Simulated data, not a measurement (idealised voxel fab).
Name of the process module below: voxel capacitor over wiring
Xsec cut, 210 nm wide, square cell size 5 nm.
In what follows, cross-sections appear as grids of square cells, described through bands that run from the top down, where every band is one or more rows of cells.
Look at the band entry: it leads with the top's height and the bottom's height in nm. Then it lists the materials left to right, with a width in nm for each. The word "full width" on a single material says that material fills the band edge to edge. The word "empty" is empty space.
Height reference: 0 = level under which incoming wafer is all one material. Lowest band: no bottom, runs on downward, e.g. "0 -> down".
The expression "30 to 40" gives the width at the extremes of the band, the first number at its top row of cells and the second at its bottom row, with the width changing by equal amounts from each row to the next in between.
Step marked "nothing different"? Then no cell in the cross-section changed in it.
If an empty space has no open way to the top and is at least 8 cells in size, "Unvented internal voids" lists it, written width x height at distance, where distance is measured from the left edge and every value is in nm.
Read whatever lies past the settings on a step's line as the simulator's own remark about the step.
"overlay nm" answers the question of how far to the right of plan the mask lay on a step that has a mask, and when it is negative the answer is to the left.

-- plan
- 1: RECEIVE with material Si
- 2: CONFORMAL_DEP with material SiO2, thk nm 15
- 3: CONFORMAL_DEP with material SiCN, thk nm 5
- 4: DIRECTIONAL_DEP with material SiO2, thk nm 25
- 5: MASKED_ETCH with tone open, mask id METAL_1, width nm 25, pitch nm 75, etch materials SiO2, depth nm 25, overlay nm 0
- 6: MASKED_ETCH with tone open, mask id METAL_1, width nm 25, pitch nm 75, etch materials SiCN, depth nm 5, overlay nm 0
- 7: CONFORMAL_DEP with material TiN, thk nm 5
- 8: FILL_DEP with material W, thk nm 10
- 9: CMP with height nm 45
- 10: EPI with material Ru, thk nm 5
- 11: FILL_DEP with material SiCN, thk nm 5
- 12: DIRECTIONAL_DEP with material SiO2, thk nm 10
- 13: MASKED_ETCH with tone open, mask id PLUG_1, width nm 15, etch materials SiO2, depth nm 10, overlay nm 0
- 14: MASKED_ETCH with tone open, mask id PLUG_1, width nm 15, etch materials SiCN, depth nm 5, overlay nm 0
- 15: CONFORMAL_DEP with material TiN, thk nm 5
- 16: FILL_DEP with material W, thk nm 5
- 17: CMP with height nm 65
- 18: DIRECTIONAL_DEP with material TiN, thk nm 10
- 19: DIRECTIONAL_DEP with material Al2O3, thk nm 5
- 20: DIRECTIONAL_DEP with material TiN, thk nm 10
- 21: PATTERN with tone cover, mask id UPPER_PLATE, material resist, width nm 55, thk nm 20, overlay nm 0
- 22: DIRECTIONAL_ETCH with etch materials TiN, depth nm 10
- 23: DIRECTIONAL_ETCH with etch materials Al2O3, depth nm 5
- 24: STRIP with etch materials resist
- 25: PATTERN with tone cover, mask id LOWER_PLATE, material resist, width nm 65, thk nm 15, overlay nm 0
- 26: DIRECTIONAL_ETCH with etch materials TiN, depth nm 10
- 27: STRIP with etch materials resist
- 28: FILL_DEP with material SiO2, thk nm 20
- 29: CMP with height nm 105
- 30: PATTERN with tone open, mask id PLUG_2, material resist, width nm 15, thk nm 20, overlay nm 0
- 31: DIRECTIONAL_ETCH with etch materials SiO2, depth nm 15
- 32: STRIP with etch materials resist
- 33: CONFORMAL_DEP with material TiN, thk nm 5
- 34: FILL_DEP with material Ru, thk nm 5
- 35: CMP with height nm 105
- 36: CONFORMAL_DEP with material SiCN, thk nm 5

-- Step 1 complete: cross-section of the wafer as received
0 -> down: Si full width
Unvented internal voids: none

-- Cross-section, end of module. Start: as above. Plan: as above. Execution: one mistake
110 -> 105: SiCN full width
105 -> 95: 75 SiO2 / 5 TiN / 5 Ru / 5 TiN / 120 SiO2
95 -> 90: 75 SiO2 / 15 TiN / 120 SiO2
90 -> 80: 65 SiO2 / 55 TiN / 90 SiO2
80 -> 75: 65 SiO2 / 55 Al2O3 / 90 SiO2
75 -> 65: 60 SiO2 / 65 TiN / 85 SiO2
65 -> 55: 65 SiO2 / 5 TiN / 5 W / 5 TiN / 130 SiO2
55 -> 50: 65 SiCN / 15 TiN / 130 SiCN
50 -> 45: Ru full width
45 -> 35: W full width
35 -> 30: 60 TiN / 15 W / 60 TiN / 15 W / 60 TiN
30 -> 5: 55 SiO2 / 5 TiN / 15 W / 5 TiN / 50 SiO2 / 5 TiN / 15 W / 5 TiN / 55 SiO2
5 -> 0: 55 SiCN / 25 TiN / 50 SiCN / 25 TiN / 55 SiCN
0 -> down: Si full width
Unvented internal voids: none
Error vs. plan: step 2 of the plan was omitted and not executed
